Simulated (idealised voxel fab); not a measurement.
process module | voxel fin reveal
cross-section cut | 295 nm wide | cells 5 nm
A cross-section is a grid of square cells, given in bands from the top down. A band is one or more rows of cells.
Each band's line starts with the height of the band's top and of its bottom, in nm. Then come its materials from left to right, each with its width in nm. One material with "throughout" fills the band from edge to edge. "air" is empty space.
Height 0 is the level under which the wafer as received is all one material. The lowest band goes on downwards, as in "0 down".
A width such as "30 to 40" changes by the same amount from each row of cells to the next, from the band's top row to its bottom row.
"no change" after a step means that no cell of the cross-section changed.
closed voids: empty space of 8 cells or more with no open way to the top, each as width x height at its distance from the left edge, in nm
after a step's settings: what the simulator itself notes on the step
overlay nm, on a step with a mask: how far to the right of its planned place the mask lay; to the left if negative
plan
1 op RECEIVE | material Si
2 op CONFORMAL_DEP | material SiN | thk nm 10
3 op MASKED_ETCH | tone cover | mask id FINS | width nm 15 | pitch nm 45 | etch materials SiN | depth nm 10 | overlay nm 0
4 op MASKED_ETCH | tone cover | mask id FINS | width nm 15 | pitch nm 45 | etch materials Si | depth nm 40 | overlay nm 0
5 op OXIDIZE | depth nm 5
6 op FILL_DEP | material SiO2 | thk nm 15
7 op CMP | height nm 10
8 op SELECTIVE_ETCH | etch materials SiO2 | depth nm 25
9 op STRIP | etch materials SiN
as received, after step 1
  0 down: Si throughout
  closed voids: none
a wafer at the end: this start, this plan, one mistake
  0 to -15: air 120 | Si 10 | air 35 | Si 10 | air 120
  -15 to -45: SiO2 120 | Si 10 | SiO2 35 | Si 10 | SiO2 120
  -45 down: Si throughout
  closed voids: none
what went wrong: step 3 ran as: op MASKED_ETCH | tone cover | mask id FINS | width nm 20 | pitch nm 45 | etch materials SiN | depth nm 10 | overlay nm 0
